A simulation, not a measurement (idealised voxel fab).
The process module that follows is named voxel fin reveal.
Pictured: cross-section cut, 145 nm wide, on a grid of 5 nm square cells.
Notation: cross-section as square-cell grid; stated in bands, top first, going down; one or more cell rows per band.
For a band, the entry starts with two heights in nm, that of the top and then that of the bottom, and carries on with the band's materials in order from left to right, each alongside its width in nm; the word "full width" beside a single material means it fills the band edge to edge, and "air" means empty space.
Counting heights begins at 0, where everything beneath is, in the wafer as received, one material. The lowest band has no bottom; it goes on downwards, as "0 down" shows.
Read "30..40" as a graded width: first number on top, second number at the bottom, same change between each pair of neighbouring rows.
"no change" -> step changed no cross-section cell.
Closed empty spaces (no open way to the top) of 8 cells or more are what "Trapped voids" lists, each as width x height at distance from the left edge, nm for all three.
Text after the settings on a step's line: the simulator's own remark on that step.
The setting "overlay nm" may be written on the line of a step. When the step uses a mask, the value reports how far to the right of the planned place the mask lay, and a negative value reports that it lay to the left.

PLAN
1: RECEIVE,material Si
2: CONFORMAL_DEP,material SiN,thk nm 10
3: PATTERN,tone cover,mask id FINS,material resist,width nm 15,pitch nm 40,thk nm 20,overlay nm 0
4: DIRECTIONAL_ETCH,etch materials SiN,depth nm 10
5: DIRECTIONAL_ETCH,etch materials Si,depth nm 35
6: STRIP,etch materials resist
7: FILL_DEP,material SiO2,thk nm 5
8: CMP,height nm 10
9: SELECTIVE_ETCH,etch materials SiO2,depth nm 20
10: STRIP,etch materials SiN
11: CONFORMAL_DEP,material HfO2,thk nm 5

CROSS-SECTION OF THE INCOMING WAFER, STATE AFTER STEP 1
	0 down = Si full width
	Trapped voids: none

CROSS-SECTION AT MODULE END, ONE RUN ERROR; START AND PLAN UNCHANGED FROM ABOVE
	0 to -10 = air (45)  Si (15)  air (25)  Si (15)  air (45)
	-10 to -35 = SiO2 (45)  Si (15)  SiO2 (25)  Si (15)  SiO2 (45)
	-35 down = Si full width
	Trapped voids: none
Nonconformance to the process plan: plan step 11 skipped
